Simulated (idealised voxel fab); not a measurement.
voxel trench capacitor: a process module
In the cross-section labelled cut, the width is 140 nm and each square cell is 5 nm.
When this document writes out a cross-section, it uses a grid of square cells and lists it as bands, beginning at the top and moving down, with a band standing for one or more rows of cells.
Top, bottom (nm), then materials left to right with widths (nm); lone material tagged "everywhere" fills the whole band edge to edge; "empty" = empty space.
Where do heights start? At 0: under that level the wafer as delivered is made of one material only. And the lowest band has no floor; it just carries on downward, as in "0 -> down".
Note: "30->40" means the width goes from the first number (top row of the band) to the second number (bottom row) in equal steps per row of cells.
Given "no modification" for a step, no cell of the cross-section differs between before and after that step.
"Enclosed void listing" - sealed voids, min. 8 cells, no opening to top; format: width x height at distance (distance from left edge; nm throughout).
It should be noted that, on the line of a given step, the content following the step's settings is a remark produced by the simulator itself with respect to that step.
overlay nm: on a step with a mask, how far right of its planned place the mask lay; negative means left.

-- Here's what the planned process steps look like
| 1 | RECEIVE | material Si |
| 2 | CONFORMAL_DEP | material SiN | thk nm 10 |
| 3 | PATTERN | tone open | mask id TRENCH | material resist | width nm 20 | pitch nm 40 | thk nm 15 | overlay nm 0 |
| 4 | DIRECTIONAL_ETCH | etch materials SiN | depth nm 10 |
| 5 | DIRECTIONAL_ETCH | etch materials Si | depth nm 25 |
| 6 | STRIP | etch materials resist |
| 7 | CONFORMAL_DEP | material SiO2 | thk nm 5 |
| 8 | FILL_DEP | material polySi | thk nm 10 |
| 9 | CMP | height nm 10 |

-- Wafer, first of two, run as planned

-- Cross-section of the wafer upon arrival, representing the state reached after step 1
	0 -> down | Si everywhere
	Enclosed void listing: none

-- Cross-section through the wafer, step 2 finished
	10 -> 0 | SiN everywhere
	Anything lower than 0 is untouched.

-- Cross-section through the wafer, step 3 finished
	25 -> 10 | resist=40 / empty=20 / resist=20 / empty=20 / resist=40
	Anything lower than 10 is untouched.

-- Cross-section through the wafer, step 4 finished
	25 -> 10 | resist=40 / empty=20 / resist=20 / empty=20 / resist=40
	10 -> 0 | SiN=40 / empty=20 / SiN=20 / empty=20 / SiN=40
	Anything lower than 0 is untouched.

-- Cross-section through the wafer, step 5 finished
	25 -> 10 | resist=40 / empty=20 / resist=20 / empty=20 / resist=40
	10 -> 0 | SiN=40 / empty=20 / SiN=20 / empty=20 / SiN=40
	0 -> -25 | Si=40 / empty=20 / Si=20 / empty=20 / Si=40
	Anything lower than -25 is untouched.

-- Cross-section through the wafer, step 6 finished
	10 -> 0 | SiN=40 / empty=20 / SiN=20 / empty=20 / SiN=40
	Anything lower than 0 is untouched.

-- Cross-section through the wafer, step 7 finished
	15 -> 10 | SiO2=45 / empty=10 / SiO2=30 / empty=10 / SiO2=45
	10 -> 0 | SiN=40 / SiO2=5 / empty=10 / SiO2=5 / SiN=20 / SiO2=5 / empty=10 / SiO2=5 / SiN=40
	0 -> -20 | Si=40 / SiO2=5 / empty=10 / SiO2=5 / Si=20 / SiO2=5 / empty=10 / SiO2=5 / Si=40
	-20 -> -25 | Si=40 / SiO2=20 / Si=20 / SiO2=20 / Si=40
	Anything lower than -25 is untouched.

-- Cross-section through the wafer, step 8 finished
	25 -> 15 | polySi everywhere
	15 -> 10 | SiO2=45 / polySi=10 / SiO2=30 / polySi=10 / SiO2=45
	10 -> 0 | SiN=40 / SiO2=5 / polySi=10 / SiO2=5 / SiN=20 / SiO2=5 / polySi=10 / SiO2=5 / SiN=40
	0 -> -20 | Si=40 / SiO2=5 / polySi=10 / SiO2=5 / Si=20 / SiO2=5 / polySi=10 / SiO2=5 / Si=40
	Anything lower than -20 is untouched.

-- Cross-section through the wafer, step 9 finished
	10 -> 0 | SiN=40 / SiO2=5 / polySi=10 / SiO2=5 / SiN=20 / SiO2=5 / polySi=10 / SiO2=5 / SiN=40
	Anything lower than 0 is untouched.

-- Second wafer, same starting state and plan as the first, one mistake in the run, identical through step 2

-- The second wafer in cross-section, at the planned close of step 3
	25 -> 10 | resist=50 / empty=20 / resist=20 / empty=20 / resist=30
	Anything lower than 10 is untouched.

-- The second wafer in cross-section, at the planned close of step 4
	25 -> 10 | resist=50 / empty=20 / resist=20 / empty=20 / resist=30
	10 -> 0 | SiN=50 / empty=20 / SiN=20 / empty=20 / SiN=30
	Anything lower than 0 is untouched.

-- The second wafer in cross-section, at the planned close of step 5
	25 -> 10 | resist=50 / empty=20 / resist=20 / empty=20 / resist=30
	10 -> 0 | SiN=50 / empty=20 / SiN=20 / empty=20 / SiN=30
	0 -> -25 | Si=50 / empty=20 / Si=20 / empty=20 / Si=30
	Anything lower than -25 is untouched.

-- The second wafer in cross-section, at the planned close of step 6
	10 -> 0 | SiN=50 / empty=20 / SiN=20 / empty=20 / SiN=30
	Anything lower than 0 is untouched.

-- The second wafer in cross-section, at the planned close of step 7
	15 -> 10 | SiO2=55 / empty=10 / SiO2=30 / empty=10 / SiO2=35
	10 -> 0 | SiN=50 / SiO2=5 / empty=10 / SiO2=5 / SiN=20 / SiO2=5 / empty=10 / SiO2=5 / SiN=30
	0 -> -20 | Si=50 / SiO2=5 / empty=10 / SiO2=5 / Si=20 / SiO2=5 / empty=10 / SiO2=5 / Si=30
	-20 -> -25 | Si=50 / SiO2=20 / Si=20 / SiO2=20 / Si=30
	Anything lower than -25 is untouched.

-- The second wafer in cross-section, at the planned close of step 8
	25 -> 15 | polySi everywhere
	15 -> 10 | SiO2=55 / polySi=10 / SiO2=30 / polySi=10 / SiO2=35
	10 -> 0 | SiN=50 / SiO2=5 / polySi=10 / SiO2=5 / SiN=20 / SiO2=5 / polySi=10 / SiO2=5 / SiN=30
	0 -> -20 | Si=50 / SiO2=5 / polySi=10 / SiO2=5 / Si=20 / SiO2=5 / polySi=10 / SiO2=5 / Si=30
	Anything lower than -20 is untouched.

-- The second wafer in cross-section, at the planned close of step 9
	10 -> 0 | SiN=50 / SiO2=5 / polySi=10 / SiO2=5 / SiN=20 / SiO2=5 / polySi=10 / SiO2=5 / SiN=30
	Anything lower than 0 is untouched.
Deviation noted in wafer processing: step 3 did not happen as planned, as run it was PATTERN | tone open | mask id TRENCH | material resist | width nm 20 | pitch nm 40 | thk nm 15 | overlay nm 10
at the end the second wafer has, in cells: as many of each material as the first, in other places
